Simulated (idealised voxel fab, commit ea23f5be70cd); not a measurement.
Process module heading - voxel ribs on slabs
The width of the displayed cross-section, cut, is 215 nm; its cells are square, with a size of 5 nm.
This document writes a cross-section as a grid whose cells are square, and gives it as bands, listed from the top down; one or more rows of cells form a band. This entry defines a band. It first specifies the height of the band's top and the height of its bottom in nm, and then specifies the band's materials from left to right, stating each material with its width in nm. The word "full width" identifies a single material that fills the band from edge to edge, while the word "empty" identifies empty space. Heights are expressed relative to 0, this being the level below which the as-received wafer comprises one material exclusively. The lowest band is unbounded in the downward direction and is denoted as in "0 -> down". A width such as "30..40" changes by the same amount from each row of cells to the next, from the band's top row to its bottom row. For the purposes of this document, the phrase "nothing altered" attached to a step denotes that no cell within the cross-section was modified by that step. The label "Closed void roster" introduces a list of the empty spaces, 8 cells or larger, that have no open way up to the top; each entry in it reads width x height at distance, where the distance is taken from the left edge and all three are stated in nm. after a step's settings: what the simulator itself notes on the step. Regarding "overlay nm": on a step with a mask, it is the distance the mask lay to the right of its planned place; a negative value places it to the left.

THESE ARE THE STEPS WE PLANNED FOR THE PROCESS
- 1: RECEIVE | material Si
- 2: DIRECTIONAL_DEP | material SiO2 | thk nm 25
- 3: DIRECTIONAL_DEP | material SiN | thk nm 15
- 4: PATTERN | tone cover | mask id RIB | material resist | width nm 25 | thk nm 15 | overlay nm 0
- 5: DIRECTIONAL_ETCH | etch materials SiN | depth nm 5
- 6: STRIP | etch materials resist
- 7: PATTERN | tone cover | mask id SLAB | material resist | width nm 55 | thk nm 15 | overlay nm -15
- 8: DIRECTIONAL_ETCH | etch materials SiN | depth nm 10
- 9: STRIP | etch materials resist
- 10: FILL_DEP | material SiO2 | thk nm 25
- 11: CMP | height nm 60
- 12: DIRECTIONAL_DEP | material TiN | thk nm 10
- 13: DIRECTIONAL_DEP | material aC | thk nm 15
- 14: PATTERN | tone cover | mask id HEATER | material resist | width nm 35 | thk nm 35 | overlay nm 0
- 15: DIRECTIONAL_ETCH | etch materials aC | depth nm 15
- 16: STRIP | etch materials resist
- 17: DIRECTIONAL_ETCH | etch materials TiN | depth nm 10
- 18: STRIP | etch materials aC
- 19: CONFORMAL_DEP | material SiO2 | thk nm 10
Quick note for whoever runs this: the wafers start identical, but the overlay nm at step 7 isn't the same across them. The plan just shows what the first wafer had.

CROSS-SECTION, FIRST OF SEVERAL WAFERS, AS DELIVERED AFTER STEP 1
> 0 -> down: Si full width
> Closed void roster: none

TAKE A LOOK AT THE FIRST OF SEVERAL WAFERS IN CROSS-SECTION: THE MODULE IS DONE, AND STEP 19 WAS ITS LAST STEP
> 80 -> 70: empty 80 nm; SiO2 55 nm; empty 80 nm
> 70 -> 60: SiO2 90 nm; TiN 35 nm; SiO2 90 nm
> 60 -> 40: SiO2 full width
> 40 -> 35: SiO2 95 nm; SiN 25 nm; SiO2 95 nm
> 35 -> 25: SiO2 65 nm; SiN 55 nm; SiO2 95 nm
> 25 -> 0: SiO2 full width
> 0 -> down: Si full width
> Closed void roster: none

FINAL WAFER CROSS-SECTION AT MODULE END
> 80 -> 70: empty 80 nm; SiO2 55 nm; empty 80 nm
> 70 -> 60: SiO2 90 nm; TiN 35 nm; SiO2 90 nm
> 60 -> 40: SiO2 full width
> 40 -> 35: SiO2 95 nm; SiN 25 nm; SiO2 95 nm
> 35 -> 25: SiO2 95 nm; SiN 55 nm; SiO2 65 nm
> 25 -> 0: SiO2 full width
> 0 -> down: Si full width
> Closed void roster: none

BELOW: A ROW PER WAFER. CONTENTS AT END OF MODULE: FOR EVERY MATERIAL, CELLS GAINED SINCE RECEIPT (+) OR LOST SINCE RECEIPT (-); THEN CLOSED VOIDS
overlay nm -15 | +27 SiN | +583 SiO2 | +14 TiN | Closed void roster: none
overlay nm -10 | +27 SiN | +583 SiO2 | +14 TiN | Closed void roster: none
overlay nm -5 | +27 SiN | +583 SiO2 | +14 TiN | Closed void roster: none
overlay nm 0 | +27 SiN | +583 SiO2 | +14 TiN | Closed void roster: none
overlay nm 5 | +27 SiN | +583 SiO2 | +14 TiN | Closed void roster: none
overlay nm 10 | +27 SiN | +583 SiO2 | +14 TiN | Closed void roster: none
overlay nm 15 | +27 SiN | +583 SiO2 | +14 TiN | Closed void roster: none
